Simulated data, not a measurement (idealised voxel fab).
Presented below is a process module, voxel double patterning.
Square cells of 5 nm make up the cross-section cut, whose width is 240 nm.
A cross-section is a grid of square cells, given in bands from the top down. A band is one or more rows of cells. This entry defines a band. It first specifies the height of the band's top and the height of its bottom in nm, and then specifies the band's materials from left to right, stating each material with its width in nm. The word "everywhere" identifies a single material that fills the band from edge to edge, while the word "air" identifies empty space. Note: height 0 marks the level under which the wafer is uniformly one material as received. Lowest band unbounded below, written "from 0 down". Quick explanation for "30 to 40": the width changes in equal steps down the rows of cells, from the first number in the band's top row to the second number in its bottom row. "no alterations made" for a step: no cell of the cross-section changed in that step. For the entry "Trapped voids", the listed items are empty spaces with no open way to the top whose size is 8 cells or more; each item follows the pattern width x height at distance, where distance is from the left edge and all three are in nm. Text after the settings on a step's line: the simulator's own remark on that step. overlay nm: right-of-plan distance of the mask on a masked step; negative values mean left-of-plan.
SET OUT BELOW ARE THE PLANNED STEPS OF THE PROCESS
| 1 | RECEIVE | material Si |
| 2 | CONFORMAL_DEP | material SiO2 | thk nm 10 |
| 3 | DIRECTIONAL_DEP | material polySi | thk nm 15 |
| 4 | DIRECTIONAL_DEP | material SiN | thk nm 10 |
| 5 | MASKED_ETCH | tone open | mask id FIRST | width nm 15 | pitch nm 50 | etch materials SiN | depth nm 10 | overlay nm 0 |
| 6 | MASKED_ETCH | tone open | mask id SECOND | width nm 15 | pitch nm 50 | etch materials SiN | depth nm 10 | overlay nm 0 |
| 7 | DIRECTIONAL_ETCH | etch materials polySi | depth nm 5 |
| 8 | STRIP | etch materials SiN |
Heads up: all these wafers start the same, and what changes between them is the depth nm in step 7. The value you see in the plan is just what the first wafer got.
RECEIVED CONDITION OF THE FIRST OF SEVERAL WAFERS, SECTIONED: POST-STEP 1
    from 0 down | Si everywhere
    Trapped voids: none
TAKE ANY ROW AND YOU HAVE A WAFER AT THE END OF THE MODULE: HOW MANY CELLS OF EACH MATERIAL IT HAS GAINED (+) OR LOST (-) SINCE IT WAS RECEIVED, AND THEN ITS CLOSED VOIDS
depth nm 5, +96 SiO2, +129 polySi, Trapped voids: none
depth nm 10, +96 SiO2, +114 polySi, Trapped voids: none
depth nm 15, +96 SiO2, +99 polySi, Trapped voids: none
depth nm 20, +96 SiO2, +99 polySi, Trapped voids: none
depth nm 25, +96 SiO2, +99 polySi, Trapped voids: none
depth nm 30, +96 SiO2, +99 polySi, Trapped voids: none
